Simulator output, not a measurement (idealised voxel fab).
Process module, titled voxel fin reveal
cross-section cut | 220 nm wide | cells 5 nm
A cross-section in this document is a grid of square cells, and it is written down as bands, the top band listed before the ones below it; a band is made up of one or more rows of cells.
Per band: top height and bottom height in nm, followed by the left-to-right materials and their widths in nm; "all across" marks a single material spanning edge to edge, "empty" marks empty space.
Heights from 0 (as-received wafer is one material below). Bottom band endless downward, as "0..down".
The two numbers in a width such as "30 to 40" mark its ends across the band: the first belongs to the top row of cells, the second to the bottom row, and from each row to the next the width moves by the same amount.
"left unchanged" after a step means that no cell of the cross-section changed.
"Closed internal cavities" specifies each empty space that is not open to the top and that occupies no fewer than 8 cells, using the form width x height at distance, the distance measured from the left edge and all three quantities in nm.
Where a step's line continues beyond its settings, the continuation is a remark by the simulator itself on that step.
Steps that use a mask can have "overlay nm" on their line. It says how far the mask sat to the right of where it was meant to be. Negative means to the left.
[Set out below are the planned steps of the process]
1. RECEIVE,material Si
2. CONFORMAL_DEP,material SiN,thk nm 10
3. PATTERN,tone cover,mask id FINS,material resist,width nm 15,pitch nm 35,thk nm 20,overlay nm 0
4. DIRECTIONAL_ETCH,etch materials SiN,depth nm 10
5. DIRECTIONAL_ETCH,etch materials Si,depth nm 30
6. STRIP,etch materials resist
7. FILL_DEP,material SiO2,thk nm 15
8. CMP,height nm 10
9. SELECTIVE_ETCH,etch materials SiO2,depth nm 25
10. STRIP,etch materials SiN
[as received, after step 1]
  0..down | Si all across
  Closed internal cavities: none
[Cross-sectional view of the first of the two wafers upon completion of the module, processed in accordance with the plan]
  0..-15 | 85 nm empty / 15 nm Si / 20 nm empty / 15 nm Si / 85 nm empty
  -15..-30 | 85 nm SiO2 / 15 nm Si / 20 nm SiO2 / 15 nm Si / 85 nm SiO2
  -30..down | Si all across
  Closed internal cavities: none
[Here's the second of our two wafers sectioned at module end. Same start as the first, same plan, but one mistake got made running it]
  0..-15 | 85 nm empty / 15 nm Si / 20 nm empty / 15 nm Si / 85 nm empty
  -15..-60 | 85 nm SiO2 / 15 nm Si / 20 nm SiO2 / 15 nm Si / 85 nm SiO2
  -60..down | Si all across
  Closed internal cavities: none
In executing the process, a mistake was made relative to the plan: plan step 5 was twice executed
at the end the second wafer has, in cells: 228 fewer of Si, 228 more of SiO2
